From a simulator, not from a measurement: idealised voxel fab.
The following is a process module called voxel trench capacitor.
Cross-section cut: width 160 nm, square cells of 5 nm.
Cross-section layout: square cells on a grid; listed as bands, top to bottom; a band spans one or more cell rows. Within each band entry, the heights of the top and of the bottom of the band appear first, in that order and in nm; the materials of the band then follow from left to right, each with its corresponding width in nm. The designation "all across" on a single material indicates that it fills the band from edge to edge; the designation "blank" indicates empty space. Counting heights begins at 0, where everything beneath is, in the wafer as received, one material. The lowest band has no bottom; it goes on downwards, as "from 0 down" shows. A two-number width, for instance "30->40", indicates that the width is equal to the first number in the top row of the band and to the second number in the bottom row, and that it changes by a constant amount per row of cells. Reading "remains unaltered" for a step: not a cell of the cross-section changed in it. "Completely enclosed voids": empty spaces of 8 cells or more with no open way to the top, each given as width x height at distance, distance from the left edge, all in nm. The remark found on a step's line after its settings is issued by the simulator itself and pertains to that step. overlay nm: mask offset rightward from planned place, masked step; negative means leftward offset.

The following list gives the planned process steps
1,op RECEIVE | material Si
2,op CONFORMAL_DEP | material SiN | thk nm 10
3,op MASKED_ETCH | tone open | mask id TRENCH | width nm 20 | pitch nm 35 | etch materials SiN | depth nm 10 | overlay nm 0
4,op MASKED_ETCH | tone open | mask id TRENCH | width nm 20 | pitch nm 35 | etch materials Si | depth nm 35 | overlay nm 0
5,op CONFORMAL_DEP | material SiO2 | thk nm 5
6,op FILL_DEP | material polySi | thk nm 10
7,op CMP | height nm 10

Cross-section: wafer on arrival = after step 1
	from 0 down: Si all across
	Completely enclosed voids: none

Run as planned - first of the two wafers cross-sectioned at the end of the module
	from 10 to 0: SiN=35, SiO2=5, polySi=10, SiO2=5, SiN=15, SiO2=5, polySi=10, SiO2=5, SiN=15, SiO2=5, polySi=10, SiO2=5, SiN=35
	from 0 to -30: Si=35, SiO2=5, polySi=10, SiO2=5, Si=15, SiO2=5, polySi=10, SiO2=5, Si=15, SiO2=5, polySi=10, SiO2=5, Si=35
	from -30 to -35: Si=35, SiO2=20, Si=15, SiO2=20, Si=15, SiO2=20, Si=35
	from -35 down: Si all across
	Completely enclosed voids: none

Cross-section at end of module for the second wafer of two, which matched the first in starting point and plan and differed by one mistake in its processing
	from 10 to 5: polySi=30, SiO2=5, SiN=20, SiO2=5, polySi=5, SiO2=5, SiN=20, SiO2=5, polySi=5, SiO2=5, SiN=20, SiO2=5, polySi=30
	from 5 to 0: SiO2=35, SiN=20, SiO2=15, SiN=20, SiO2=15, SiN=20, SiO2=35
	from 0 down: Si all across
	Completely enclosed voids: none
Diagnosis: note that step 3 departed from the planned setting and was carried out as op MASKED_ETCH | tone cover | mask id TRENCH | width nm 20 | pitch nm 35 | etch materials SiN | depth nm 10 | overlay nm 0
Final comparison by cell count, materials where the second wafer has more or fewer than the first: Si +84 | SiN -16 | SiO2 -34 | polySi -34
